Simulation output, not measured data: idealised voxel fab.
process module | voxel transistor to metal
cross-section cut | 215 nm wide | cells 5 nm
A cross-section is a grid of square cells, given in bands from the top down. A band is one or more rows of cells.
Each band's line starts with the height of the band's top and of its bottom, in nm. Then come its materials from left to right, each with its width in nm. One material with "throughout" fills the band from edge to edge. "air" is empty space.
Height 0 is the level under which the wafer as received is all one material. The lowest band goes on downwards, as in "0 down".
A width such as "30 to 40" changes by the same amount from each row of cells to the next, from the band's top row to its bottom row.
"no change" after a step means that no cell of the cross-section changed.
closed voids: empty space of 8 cells or more with no open way to the top, each as width x height at its distance from the left edge, in nm
after a step's settings: what the simulator itself notes on the step
overlay nm, on a step with a mask: how far to the right of its planned place the mask lay; to the left if negative
plan
1 op RECEIVE | material Si
2 op OXIDIZE | depth nm 5
3 op CONFORMAL_DEP | material SiN | thk nm 15
4 op DIRECTIONAL_DEP | material aC | thk nm 10
5 op PATTERN | tone cover | mask id ACTIVE | material resist | width nm 115 | thk nm 25 | overlay nm 0
6 op DIRECTIONAL_ETCH | etch materials aC | depth nm 10
7 op STRIP | etch materials resist
8 op DIRECTIONAL_ETCH | etch materials SiN | depth nm 15
9 op DIRECTIONAL_ETCH | etch materials SiO2 | depth nm 5
10 op DIRECTIONAL_ETCH | etch materials Si | depth nm 25
11 op STRIP | etch materials aC
12 op OXIDIZE | depth nm 5
13 op FILL_DEP | material SiO2 | thk nm 15
14 op CMP | height nm 15
15 op SELECTIVE_ETCH | etch materials SiO2 | depth nm 15
16 op STRIP | etch materials SiN
17 op SELECTIVE_ETCH | etch materials SiO2 | depth nm 5
18 op OXIDIZE | depth nm 5
19 op DIRECTIONAL_DEP | material polySi | thk nm 20
20 op DIRECTIONAL_DEP | material SiCN | thk nm 10
21 op PATTERN | tone cover | mask id GATE | material resist | width nm 25 | thk nm 20 | overlay nm 0
22 op DIRECTIONAL_ETCH | etch materials SiCN | depth nm 20
23 op DIRECTIONAL_ETCH | etch materials polySi | depth nm 30
24 op STRIP | etch materials resist
25 op CONFORMAL_DEP | material SiN | thk nm 5
26 op DIRECTIONAL_ETCH | etch materials SiN | depth nm 5
27 op DIRECTIONAL_ETCH | etch materials SiO2 | depth nm 5
28 op DIRECTIONAL_ETCH | etch materials Si | depth nm 15
29 op EPI | material SiGe | thk nm 15
30 op FILL_DEP | material SiO2 | thk nm 10
31 op CMP | height nm 15
32 op STRIP | etch materials polySi
33 op SELECTIVE_ETCH | etch materials SiO2 | depth nm 5
34 op CONFORMAL_DEP | material HfO2 | thk nm 5
35 op CONFORMAL_DEP | material TiN | thk nm 5
36 op FILL_DEP | material W | thk nm 10
37 op CMP | height nm 10
38 op DIRECTIONAL_DEP | material SiO2 | thk nm 15
39 op PATTERN | tone open | mask id CONTACT | material resist | width nm 20 | pitch nm 85 | thk nm 20 | overlay nm 0
40 op DIRECTIONAL_ETCH | etch materials SiO2 | depth nm 35
41 op STRIP | etch materials resist
42 op CONFORMAL_DEP | material TiN | thk nm 5
43 op FILL_DEP | material W | thk nm 10
44 op CMP | height nm 25
45 op DIRECTIONAL_DEP | material TiN | thk nm 5
46 op DIRECTIONAL_DEP | material Ru | thk nm 15
47 op PATTERN | tone cover | mask id METAL_1 | material resist | width nm 20 | pitch nm 85 | thk nm 20 | overlay nm 0
48 op DIRECTIONAL_ETCH | etch materials Ru | depth nm 15
49 op DIRECTIONAL_ETCH | etch materials TiN | depth nm 5
50 op STRIP | etch materials resist
51 op CONFORMAL_DEP | material SiCN | thk nm 5
52 op FILL_DEP | material lowk | thk nm 10
53 op CMP | height nm 45
54 op CONFORMAL_DEP | material SiCN | thk nm 5
first wafer, as planned
as received, after step 1
  0 down: Si throughout
  closed voids: none
after step 2
  0 to -5: SiO2 throughout
  below -5: unchanged
after step 3
  15 to 0: SiN throughout
  below 0: unchanged
after step 4
  25 to 15: aC throughout
  below 15: unchanged
after step 5
  50 to 25: air 50 | resist 115 | air 50
  below 25: unchanged
after step 6
  40 to 25: air 50 | resist 115 | air 50
  25 to 15: air 50 | aC 115 | air 50
  below 15: unchanged
after step 7
  25 to 15: air 50 | aC 115 | air 50
  below 15: unchanged
after step 8
  25 to 15: air 50 | aC 115 | air 50
  15 to 0: air 50 | SiN 115 | air 50
  below 0: unchanged
after step 9
  25 to 15: air 50 | aC 115 | air 50
  15 to 0: air 50 | SiN 115 | air 50
  0 to -5: air 50 | SiO2 115 | air 50
  below -5: unchanged
after step 10
  25 to 15: air 50 | aC 115 | air 50
  15 to 0: air 50 | SiN 115 | air 50
  0 to -5: air 50 | SiO2 115 | air 50
  -5 to -30: air 50 | Si 115 | air 50
  below -30: unchanged
after step 11
  15 to 0: air 50 | SiN 115 | air 50
  below 0: unchanged
after step 12
  15 to 0: air 50 | SiN 115 | air 50
  0 to -5: air 50 | SiO2 115 | air 50
  -5 to -30: air 50 | SiO2 5 | Si 105 | SiO2 5 | air 50
  -30 to -35: SiO2 55 | Si 105 | SiO2 55
  below -35: unchanged
after step 13
  30 to 15: SiO2 throughout
  15 to 0: SiO2 50 | SiN 115 | SiO2 50
  0 to -5: SiO2 throughout
  -5 to -35: SiO2 55 | Si 105 | SiO2 55
  below -35: unchanged
after step 14
  15 to 0: SiO2 50 | SiN 115 | SiO2 50
  below 0: unchanged
after step 15
  15 to 0: air 50 | SiN 115 | air 50
  below 0: unchanged
after step 16
  0 to -5: SiO2 throughout
  below -5: unchanged
after step 17
  -5 to -35: SiO2 55 | Si 105 | SiO2 55
  below -35: unchanged
after step 18
  -5 to -10: SiO2 throughout
  below -10: unchanged
after step 19
  15 to -5: polySi throughout
  below -5: unchanged
after step 20
  25 to 15: SiCN throughout
  below 15: unchanged
after step 21
  45 to 25: air 95 | resist 25 | air 95
  below 25: unchanged
after step 22
  45 to 25: air 95 | resist 25 | air 95
  25 to 15: air 95 | SiCN 25 | air 95
  below 15: unchanged
after step 23
  45 to 25: air 95 | resist 25 | air 95
  25 to 15: air 95 | SiCN 25 | air 95
  15 to -5: air 95 | polySi 25 | air 95
  below -5: unchanged
after step 24
  25 to 15: air 95 | SiCN 25 | air 95
  below 15: unchanged
after step 25
  30 to 25: air 90 | SiN 35 | air 90
  25 to 15: air 90 | SiN 5 | SiCN 25 | SiN 5 | air 90
  15 to 0: air 90 | SiN 5 | polySi 25 | SiN 5 | air 90
  0 to -5: SiN 95 | polySi 25 | SiN 95
  below -5: unchanged
after step 26
  25 to 15: air 90 | SiN 5 | SiCN 25 | SiN 5 | air 90
  15 to -5: air 90 | SiN 5 | polySi 25 | SiN 5 | air 90
  below -5: unchanged
after step 27
  25 to 15: air 90 | SiN 5 | SiCN 25 | SiN 5 | air 90
  15 to -5: air 90 | SiN 5 | polySi 25 | SiN 5 | air 90
  -5 to -10: air 90 | SiO2 35 | air 90
  below -10: unchanged
after step 28
  25 to 15: air 90 | SiN 5 | SiCN 25 | SiN 5 | air 90
  15 to -5: air 90 | SiN 5 | polySi 25 | SiN 5 | air 90
  -5 to -10: air 90 | SiO2 35 | air 90
  -10 to -25: SiO2 55 | air 35 | Si 35 | air 35 | SiO2 55
  below -25: unchanged
after step 29
  25 to 15: air 90 | SiN 5 | SiCN 25 | SiN 5 | air 90
  15 to 5: air 90 | SiN 5 | polySi 25 | SiN 5 | air 90
  5 to -5: air 75 | SiGe 15 | SiN 5 | polySi 25 | SiN 5 | SiGe 15 | air 75
  -5 to -10: air 75 | SiGe 15 | SiO2 35 | SiGe 15 | air 75
  -10 to -25: SiO2 55 | SiGe 35 | Si 35 | SiGe 35 | SiO2 55
  below -25: unchanged
after step 30
  35 to 25: SiO2 throughout
  25 to 15: SiO2 90 | SiN 5 | SiCN 25 | SiN 5 | SiO2 90
  15 to 5: SiO2 90 | SiN 5 | polySi 25 | SiN 5 | SiO2 90
  5 to -5: SiO2 75 | SiGe 15 | SiN 5 | polySi 25 | SiN 5 | SiGe 15 | SiO2 75
  -5 to -10: SiO2 75 | SiGe 15 | SiO2 35 | SiGe 15 | SiO2 75
  below -10: unchanged
after step 31
  15 to 5: SiO2 90 | SiN 5 | polySi 25 | SiN 5 | SiO2 90
  below 5: unchanged
after step 32
  15 to 5: SiO2 90 | SiN 5 | air 25 | SiN 5 | SiO2 90
  5 to -5: SiO2 75 | SiGe 15 | SiN 5 | air 25 | SiN 5 | SiGe 15 | SiO2 75
  below -5: unchanged
after step 33
  15 to 10: air 90 | SiN 5 | air 25 | SiN 5 | air 90
  10 to 5: SiO2 90 | SiN 5 | air 25 | SiN 5 | SiO2 90
  5 to -5: SiO2 75 | SiGe 15 | SiN 5 | air 25 | SiN 5 | SiGe 15 | SiO2 75
  -5 to -10: SiO2 75 | SiGe 15 | air 35 | SiGe 15 | SiO2 75
  below -10: unchanged
after step 34
  20 to 15: air 85 | HfO2 15 | air 15 | HfO2 15 | air 85
  15 to 10: HfO2 90 | SiN 5 | HfO2 5 | air 15 | HfO2 5 | SiN 5 | HfO2 90
  10 to 5: SiO2 90 | SiN 5 | HfO2 5 | air 15 | HfO2 5 | SiN 5 | SiO2 90
  5 to -5: SiO2 75 | SiGe 15 | SiN 5 | HfO2 5 | air 15 | HfO2 5 | SiN 5 | SiGe 15 | SiO2 75
  -5 to -10: SiO2 75 | SiGe 15 | HfO2 35 | SiGe 15 | SiO2 75
  below -10: unchanged
after step 35
  25 to 20: air 80 | TiN 25 | air 5 | TiN 25 | air 80
  20 to 15: TiN 85 | HfO2 15 | TiN 5 | air 5 | TiN 5 | HfO2 15 | TiN 85
  15 to 10: HfO2 90 | SiN 5 | HfO2 5 | TiN 5 | air 5 | TiN 5 | HfO2 5 | SiN 5 | HfO2 90
  10 to 5: SiO2 90 | SiN 5 | HfO2 5 | TiN 5 | air 5 | TiN 5 | HfO2 5 | SiN 5 | SiO2 90
  5 to 0: SiO2 75 | SiGe 15 | SiN 5 | HfO2 5 | TiN 5 | air 5 | TiN 5 | HfO2 5 | SiN 5 | SiGe 15 | SiO2 75
  0 to -5: SiO2 75 | SiGe 15 | SiN 5 | HfO2 5 | TiN 15 | HfO2 5 | SiN 5 | SiGe 15 | SiO2 75
  below -5: unchanged
after step 36
  35 to 25: W throughout
  25 to 20: W 80 | TiN 25 | W 5 | TiN 25 | W 80
  20 to 15: TiN 85 | HfO2 15 | TiN 5 | W 5 | TiN 5 | HfO2 15 | TiN 85
  15 to 10: HfO2 90 | SiN 5 | HfO2 5 | TiN 5 | W 5 | TiN 5 | HfO2 5 | SiN 5 | HfO2 90
  10 to 5: SiO2 90 | SiN 5 | HfO2 5 | TiN 5 | W 5 | TiN 5 | HfO2 5 | SiN 5 | SiO2 90
  5 to 0: SiO2 75 | SiGe 15 | SiN 5 | HfO2 5 | TiN 5 | W 5 | TiN 5 | HfO2 5 | SiN 5 | SiGe 15 | SiO2 75
  below 0: unchanged
after step 37
  10 to 5: SiO2 90 | SiN 5 | HfO2 5 | TiN 5 | W 5 | TiN 5 | HfO2 5 | SiN 5 | SiO2 90
  below 5: unchanged
after step 38
  25 to 10: SiO2 throughout
  below 10: unchanged
after step 39
  45 to 25: resist 55 | air 20 | resist 65 | air 20 | resist 55
  below 25: unchanged
after step 40
  45 to 25: resist 55 | air 20 | resist 65 | air 20 | resist 55
  25 to 10: SiO2 55 | air 20 | SiO2 65 | air 20 | SiO2 55
  10 to 5: SiO2 55 | air 20 | SiO2 15 | SiN 5 | HfO2 5 | TiN 5 | W 5 | TiN 5 | HfO2 5 | SiN 5 | SiO2 15 | air 20 | SiO2 55
  5 to 0: SiO2 55 | air 20 | SiGe 15 | SiN 5 | HfO2 5 | TiN 5 | W 5 | TiN 5 | HfO2 5 | SiN 5 | SiGe 15 | air 20 | SiO2 55
  0 to -5: SiO2 55 | air 20 | SiGe 15 | SiN 5 | HfO2 5 | TiN 15 | HfO2 5 | SiN 5 | SiGe 15 | air 20 | SiO2 55
  -5 to -10: SiO2 55 | air 20 | SiGe 15 | HfO2 35 | SiGe 15 | air 20 | SiO2 55
  below -10: unchanged
after step 41
  25 to 10: SiO2 55 | air 20 | SiO2 65 | air 20 | SiO2 55
  below 10: unchanged
after step 42
  30 to 25: TiN 60 | air 10 | TiN 75 | air 10 | TiN 60
  25 to 10: SiO2 55 | TiN 5 | air 10 | TiN 5 | SiO2 65 | TiN 5 | air 10 | TiN 5 | SiO2 55
  10 to 5: SiO2 55 | TiN 5 | air 10 | TiN 5 | SiO2 15 | SiN 5 | HfO2 5 | TiN 5 | W 5 | TiN 5 | HfO2 5 | SiN 5 | SiO2 15 | TiN 5 | air 10 | TiN 5 | SiO2 55
  5 to 0: SiO2 55 | TiN 5 | air 10 | TiN 5 | SiGe 15 | SiN 5 | HfO2 5 | TiN 5 | W 5 | TiN 5 | HfO2 5 | SiN 5 | SiGe 15 | TiN 5 | air 10 | TiN 5 | SiO2 55
  0 to -5: SiO2 55 | TiN 5 | air 10 | TiN 5 | SiGe 15 | SiN 5 | HfO2 5 | TiN 15 | HfO2 5 | SiN 5 | SiGe 15 | TiN 5 | air 10 | TiN 5 | SiO2 55
  -5 to -10: SiO2 55 | TiN 20 | SiGe 15 | HfO2 35 | SiGe 15 | TiN 20 | SiO2 55
  below -10: unchanged
after step 43
  40 to 30: W throughout
  30 to 25: TiN 60 | W 10 | TiN 75 | W 10 | TiN 60
  25 to 10: SiO2 55 | TiN 5 | W 10 | TiN 5 | SiO2 65 | TiN 5 | W 10 | TiN 5 | SiO2 55
  10 to 5: SiO2 55 | TiN 5 | W 10 | TiN 5 | SiO2 15 | SiN 5 | HfO2 5 | TiN 5 | W 5 | TiN 5 | HfO2 5 | SiN 5 | SiO2 15 | TiN 5 | W 10 | TiN 5 | SiO2 55
  5 to 0: SiO2 55 | TiN 5 | W 10 | TiN 5 | SiGe 15 | SiN 5 | HfO2 5 | TiN 5 | W 5 | TiN 5 | HfO2 5 | SiN 5 | SiGe 15 | TiN 5 | W 10 | TiN 5 | SiO2 55
  0 to -5: SiO2 55 | TiN 5 | W 10 | TiN 5 | SiGe 15 | SiN 5 | HfO2 5 | TiN 15 | HfO2 5 | SiN 5 | SiGe 15 | TiN 5 | W 10 | TiN 5 | SiO2 55
  below -5: unchanged
after step 44
  25 to 10: SiO2 55 | TiN 5 | W 10 | TiN 5 | SiO2 65 | TiN 5 | W 10 | TiN 5 | SiO2 55
  below 10: unchanged
after step 45
  30 to 25: TiN throughout
  below 25: unchanged
after step 46
  45 to 30: Ru throughout
  below 30: unchanged
after step 47
  65 to 45: air 55 | resist 20 | air 65 | resist 20 | air 55
  below 45: unchanged
after step 48
  65 to 45: air 55 | resist 20 | air 65 | resist 20 | air 55
  45 to 30: air 55 | Ru 20 | air 65 | Ru 20 | air 55
  below 30: unchanged
after step 49
  65 to 45: air 55 | resist 20 | air 65 | resist 20 | air 55
  45 to 30: air 55 | Ru 20 | air 65 | Ru 20 | air 55
  30 to 25: air 55 | TiN 20 | air 65 | TiN 20 | air 55
  below 25: unchanged
after step 50
  45 to 30: air 55 | Ru 20 | air 65 | Ru 20 | air 55
  below 30: unchanged
after step 51
  50 to 45: air 50 | SiCN 30 | air 55 | SiCN 30 | air 50
  45 to 30: air 50 | SiCN 5 | Ru 20 | SiCN 5 | air 55 | SiCN 5 | Ru 20 | SiCN 5 | air 50
  30 to 25: SiCN 55 | TiN 20 | SiCN 65 | TiN 20 | SiCN 55
  below 25: unchanged
after step 52
  60 to 50: lowk throughout
  50 to 45: lowk 50 | SiCN 30 | lowk 55 | SiCN 30 | lowk 50
  45 to 30: lowk 50 | SiCN 5 | Ru 20 | SiCN 5 | lowk 55 | SiCN 5 | Ru 20 | SiCN 5 | lowk 50
  below 30: unchanged
after step 53
  45 to 30: lowk 50 | SiCN 5 | Ru 20 | SiCN 5 | lowk 55 | SiCN 5 | Ru 20 | SiCN 5 | lowk 50
  below 30: unchanged
after step 54
  50 to 45: SiCN throughout
  below 45: unchanged
second wafer: like start, like plan, one mistake. Through step 4 it matches the first wafer
when step 5 should have ended
  50 to 25: air 55 | resist 110 | air 50
  below 25: unchanged
when step 6 should have ended
  40 to 25: air 55 | resist 110 | air 50
  25 to 15: air 55 | aC 110 | air 50
  below 15: unchanged
when step 7 should have ended
  25 to 15: air 55 | aC 110 | air 50
  below 15: unchanged
when step 8 should have ended
  25 to 15: air 55 | aC 110 | air 50
  15 to 0: air 55 | SiN 110 | air 50
  below 0: unchanged
when step 9 should have ended
  25 to 15: air 55 | aC 110 | air 50
  15 to 0: air 55 | SiN 110 | air 50
  0 to -5: air 55 | SiO2 110 | air 50
  below -5: unchanged
when step 10 should have ended
  25 to 15: air 55 | aC 110 | air 50
  15 to 0: air 55 | SiN 110 | air 50
  0 to -5: air 55 | SiO2 110 | air 50
  -5 to -30: air 55 | Si 110 | air 50
  below -30: unchanged
when step 11 should have ended
  15 to 0: air 55 | SiN 110 | air 50
  below 0: unchanged
when step 12 should have ended
  15 to 0: air 55 | SiN 110 | air 50
  0 to -5: air 55 | SiO2 110 | air 50
  -5 to -30: air 55 | SiO2 5 | Si 100 | SiO2 5 | air 50
  -30 to -35: SiO2 60 | Si 100 | SiO2 55
  below -35: unchanged
when step 13 should have ended
  30 to 15: SiO2 throughout
  15 to 0: SiO2 55 | SiN 110 | SiO2 50
  0 to -5: SiO2 throughout
  -5 to -35: SiO2 60 | Si 100 | SiO2 55
  below -35: unchanged
when step 14 should have ended
  15 to 0: SiO2 55 | SiN 110 | SiO2 50
  below 0: unchanged
when step 15 should have ended
  15 to 0: air 55 | SiN 110 | air 50
  below 0: unchanged
when step 16 should have ended
  0 to -5: SiO2 throughout
  below -5: unchanged
when step 17 should have ended
  -5 to -35: SiO2 60 | Si 100 | SiO2 55
  below -35: unchanged
when step 18 should have ended
  -5 to -10: SiO2 throughout
  below -10: unchanged
when step 19 should have ended
  15 to -5: polySi throughout
  below -5: unchanged
when step 20 should have ended
  25 to 15: SiCN throughout
  below 15: unchanged
when step 21 should have ended
  45 to 25: air 95 | resist 25 | air 95
  below 25: unchanged
when step 22 should have ended
  45 to 25: air 95 | resist 25 | air 95
  25 to 15: air 95 | SiCN 25 | air 95
  below 15: unchanged
when step 23 should have ended
  45 to 25: air 95 | resist 25 | air 95
  25 to 15: air 95 | SiCN 25 | air 95
  15 to -5: air 95 | polySi 25 | air 95
  below -5: unchanged
when step 24 should have ended
  25 to 15: air 95 | SiCN 25 | air 95
  below 15: unchanged
when step 25 should have ended
  30 to 25: air 90 | SiN 35 | air 90
  25 to 15: air 90 | SiN 5 | SiCN 25 | SiN 5 | air 90
  15 to 0: air 90 | SiN 5 | polySi 25 | SiN 5 | air 90
  0 to -5: SiN 95 | polySi 25 | SiN 95
  below -5: unchanged
when step 26 should have ended
  25 to 15: air 90 | SiN 5 | SiCN 25 | SiN 5 | air 90
  15 to -5: air 90 | SiN 5 | polySi 25 | SiN 5 | air 90
  below -5: unchanged
when step 27 should have ended
  25 to 15: air 90 | SiN 5 | SiCN 25 | SiN 5 | air 90
  15 to -5: air 90 | SiN 5 | polySi 25 | SiN 5 | air 90
  -5 to -10: air 90 | SiO2 35 | air 90
  below -10: unchanged
when step 28 should have ended
  25 to 15: air 90 | SiN 5 | SiCN 25 | SiN 5 | air 90
  15 to -5: air 90 | SiN 5 | polySi 25 | SiN 5 | air 90
  -5 to -10: air 90 | SiO2 35 | air 90
  -10 to -25: SiO2 60 | air 30 | Si 35 | air 35 | SiO2 55
  below -25: unchanged
when step 29 should have ended
  25 to 15: air 90 | SiN 5 | SiCN 25 | SiN 5 | air 90
  15 to 5: air 90 | SiN 5 | polySi 25 | SiN 5 | air 90
  5 to -5: air 75 | SiGe 15 | SiN 5 | polySi 25 | SiN 5 | SiGe 15 | air 75
  -5 to -10: air 75 | SiGe 15 | SiO2 35 | SiGe 15 | air 75
  -10 to -25: SiO2 60 | SiGe 30 | Si 35 | SiGe 35 | SiO2 55
  below -25: unchanged
when step 30 should have ended
  35 to 25: SiO2 throughout
  25 to 15: SiO2 90 | SiN 5 | SiCN 25 | SiN 5 | SiO2 90
  15 to 5: SiO2 90 | SiN 5 | polySi 25 | SiN 5 | SiO2 90
  5 to -5: SiO2 75 | SiGe 15 | SiN 5 | polySi 25 | SiN 5 | SiGe 15 | SiO2 75
  -5 to -10: SiO2 75 | SiGe 15 | SiO2 35 | SiGe 15 | SiO2 75
  below -10: unchanged
when step 31 should have ended
  15 to 5: SiO2 90 | SiN 5 | polySi 25 | SiN 5 | SiO2 90
  below 5: unchanged
when step 32 should have ended
  15 to 5: SiO2 90 | SiN 5 | air 25 | SiN 5 | SiO2 90
  5 to -5: SiO2 75 | SiGe 15 | SiN 5 | air 25 | SiN 5 | SiGe 15 | SiO2 75
  below -5: unchanged
when step 33 should have ended
  15 to 10: air 90 | SiN 5 | air 25 | SiN 5 | air 90
  10 to 5: SiO2 90 | SiN 5 | air 25 | SiN 5 | SiO2 90
  5 to -5: SiO2 75 | SiGe 15 | SiN 5 | air 25 | SiN 5 | SiGe 15 | SiO2 75
  -5 to -10: SiO2 75 | SiGe 15 | air 35 | SiGe 15 | SiO2 75
  below -10: unchanged
when step 34 should have ended
  20 to 15: air 85 | HfO2 15 | air 15 | HfO2 15 | air 85
  15 to 10: HfO2 90 | SiN 5 | HfO2 5 | air 15 | HfO2 5 | SiN 5 | HfO2 90
  10 to 5: SiO2 90 | SiN 5 | HfO2 5 | air 15 | HfO2 5 | SiN 5 | SiO2 90
  5 to -5: SiO2 75 | SiGe 15 | SiN 5 | HfO2 5 | air 15 | HfO2 5 | SiN 5 | SiGe 15 | SiO2 75
  -5 to -10: SiO2 75 | SiGe 15 | HfO2 35 | SiGe 15 | SiO2 75
  below -10: unchanged
when step 35 should have ended
  25 to 20: air 80 | TiN 25 | air 5 | TiN 25 | air 80
  20 to 15: TiN 85 | HfO2 15 | TiN 5 | air 5 | TiN 5 | HfO2 15 | TiN 85
  15 to 10: HfO2 90 | SiN 5 | HfO2 5 | TiN 5 | air 5 | TiN 5 | HfO2 5 | SiN 5 | HfO2 90
  10 to 5: SiO2 90 | SiN 5 | HfO2 5 | TiN 5 | air 5 | TiN 5 | HfO2 5 | SiN 5 | SiO2 90
  5 to 0: SiO2 75 | SiGe 15 | SiN 5 | HfO2 5 | TiN 5 | air 5 | TiN 5 | HfO2 5 | SiN 5 | SiGe 15 | SiO2 75
  0 to -5: SiO2 75 | SiGe 15 | SiN 5 | HfO2 5 | TiN 15 | HfO2 5 | SiN 5 | SiGe 15 | SiO2 75
  below -5: unchanged
when step 36 should have ended
  35 to 25: W throughout
  25 to 20: W 80 | TiN 25 | W 5 | TiN 25 | W 80
  20 to 15: TiN 85 | HfO2 15 | TiN 5 | W 5 | TiN 5 | HfO2 15 | TiN 85
  15 to 10: HfO2 90 | SiN 5 | HfO2 5 | TiN 5 | W 5 | TiN 5 | HfO2 5 | SiN 5 | HfO2 90
  10 to 5: SiO2 90 | SiN 5 | HfO2 5 | TiN 5 | W 5 | TiN 5 | HfO2 5 | SiN 5 | SiO2 90
  5 to 0: SiO2 75 | SiGe 15 | SiN 5 | HfO2 5 | TiN 5 | W 5 | TiN 5 | HfO2 5 | SiN 5 | SiGe 15 | SiO2 75
  below 0: unchanged
when step 37 should have ended
  10 to 5: SiO2 90 | SiN 5 | HfO2 5 | TiN 5 | W 5 | TiN 5 | HfO2 5 | SiN 5 | SiO2 90
  below 5: unchanged
when step 38 should have ended
  25 to 10: SiO2 throughout
  below 10: unchanged
when step 39 should have ended
  45 to 25: resist 55 | air 20 | resist 65 | air 20 | resist 55
  below 25: unchanged
when step 40 should have ended
  45 to 25: resist 55 | air 20 | resist 65 | air 20 | resist 55
  25 to 10: SiO2 55 | air 20 | SiO2 65 | air 20 | SiO2 55
  10 to 5: SiO2 55 | air 20 | SiO2 15 | SiN 5 | HfO2 5 | TiN 5 | W 5 | TiN 5 | HfO2 5 | SiN 5 | SiO2 15 | air 20 | SiO2 55
  5 to 0: SiO2 55 | air 20 | SiGe 15 | SiN 5 | HfO2 5 | TiN 5 | W 5 | TiN 5 | HfO2 5 | SiN 5 | SiGe 15 | air 20 | SiO2 55
  0 to -5: SiO2 55 | air 20 | SiGe 15 | SiN 5 | HfO2 5 | TiN 15 | HfO2 5 | SiN 5 | SiGe 15 | air 20 | SiO2 55
  -5 to -10: SiO2 55 | air 20 | SiGe 15 | HfO2 35 | SiGe 15 | air 20 | SiO2 55
  below -10: unchanged
when step 41 should have ended
  25 to 10: SiO2 55 | air 20 | SiO2 65 | air 20 | SiO2 55
  below 10: unchanged
when step 42 should have ended
  30 to 25: TiN 60 | air 10 | TiN 75 | air 10 | TiN 60
  25 to 10: SiO2 55 | TiN 5 | air 10 | TiN 5 | SiO2 65 | TiN 5 | air 10 | TiN 5 | SiO2 55
  10 to 5: SiO2 55 | TiN 5 | air 10 | TiN 5 | SiO2 15 | SiN 5 | HfO2 5 | TiN 5 | W 5 | TiN 5 | HfO2 5 | SiN 5 | SiO2 15 | TiN 5 | air 10 | TiN 5 | SiO2 55
  5 to 0: SiO2 55 | TiN 5 | air 10 | TiN 5 | SiGe 15 | SiN 5 | HfO2 5 | TiN 5 | W 5 | TiN 5 | HfO2 5 | SiN 5 | SiGe 15 | TiN 5 | air 10 | TiN 5 | SiO2 55
  0 to -5: SiO2 55 | TiN 5 | air 10 | TiN 5 | SiGe 15 | SiN 5 | HfO2 5 | TiN 15 | HfO2 5 | SiN 5 | SiGe 15 | TiN 5 | air 10 | TiN 5 | SiO2 55
  -5 to -10: SiO2 55 | TiN 20 | SiGe 15 | HfO2 35 | SiGe 15 | TiN 20 | SiO2 55
  below -10: unchanged
when step 43 should have ended
  40 to 30: W throughout
  30 to 25: TiN 60 | W 10 | TiN 75 | W 10 | TiN 60
  25 to 10: SiO2 55 | TiN 5 | W 10 | TiN 5 | SiO2 65 | TiN 5 | W 10 | TiN 5 | SiO2 55
  10 to 5: SiO2 55 | TiN 5 | W 10 | TiN 5 | SiO2 15 | SiN 5 | HfO2 5 | TiN 5 | W 5 | TiN 5 | HfO2 5 | SiN 5 | SiO2 15 | TiN 5 | W 10 | TiN 5 | SiO2 55
  5 to 0: SiO2 55 | TiN 5 | W 10 | TiN 5 | SiGe 15 | SiN 5 | HfO2 5 | TiN 5 | W 5 | TiN 5 | HfO2 5 | SiN 5 | SiGe 15 | TiN 5 | W 10 | TiN 5 | SiO2 55
  0 to -5: SiO2 55 | TiN 5 | W 10 | TiN 5 | SiGe 15 | SiN 5 | HfO2 5 | TiN 15 | HfO2 5 | SiN 5 | SiGe 15 | TiN 5 | W 10 | TiN 5 | SiO2 55
  below -5: unchanged
when step 44 should have ended
  25 to 10: SiO2 55 | TiN 5 | W 10 | TiN 5 | SiO2 65 | TiN 5 | W 10 | TiN 5 | SiO2 55
  below 10: unchanged
when step 45 should have ended
  30 to 25: TiN throughout
  below 25: unchanged
when step 46 should have ended
  45 to 30: Ru throughout
  below 30: unchanged
when step 47 should have ended
  65 to 45: air 55 | resist 20 | air 65 | resist 20 | air 55
  below 45: unchanged
when step 48 should have ended
  65 to 45: air 55 | resist 20 | air 65 | resist 20 | air 55
  45 to 30: air 55 | Ru 20 | air 65 | Ru 20 | air 55
  below 30: unchanged
when step 49 should have ended
  65 to 45: air 55 | resist 20 | air 65 | resist 20 | air 55
  45 to 30: air 55 | Ru 20 | air 65 | Ru 20 | air 55
  30 to 25: air 55 | TiN 20 | air 65 | TiN 20 | air 55
  below 25: unchanged
when step 50 should have ended
  45 to 30: air 55 | Ru 20 | air 65 | Ru 20 | air 55
  below 30: unchanged
when step 51 should have ended
  50 to 45: air 50 | SiCN 30 | air 55 | SiCN 30 | air 50
  45 to 30: air 50 | SiCN 5 | Ru 20 | SiCN 5 | air 55 | SiCN 5 | Ru 20 | SiCN 5 | air 50
  30 to 25: SiCN 55 | TiN 20 | SiCN 65 | TiN 20 | SiCN 55
  below 25: unchanged
when step 52 should have ended
  60 to 50: lowk throughout
  50 to 45: lowk 50 | SiCN 30 | lowk 55 | SiCN 30 | lowk 50
  45 to 30: lowk 50 | SiCN 5 | Ru 20 | SiCN 5 | lowk 55 | SiCN 5 | Ru 20 | SiCN 5 | lowk 50
  below 30: unchanged
when step 53 should have ended
  45 to 30: lowk 50 | SiCN 5 | Ru 20 | SiCN 5 | lowk 55 | SiCN 5 | Ru 20 | SiCN 5 | lowk 50
  below 30: unchanged
when step 54 should have ended
  50 to 45: SiCN throughout
  below 45: unchanged
what went wrong: step 5 ran as: op PATTERN | tone cover | mask id ACTIVE | material resist | width nm 110 | thk nm 25 | overlay nm 0
at the end the second wafer has, in cells: 2 fewer of Si | 3 fewer of SiGe | 5 more of SiO2
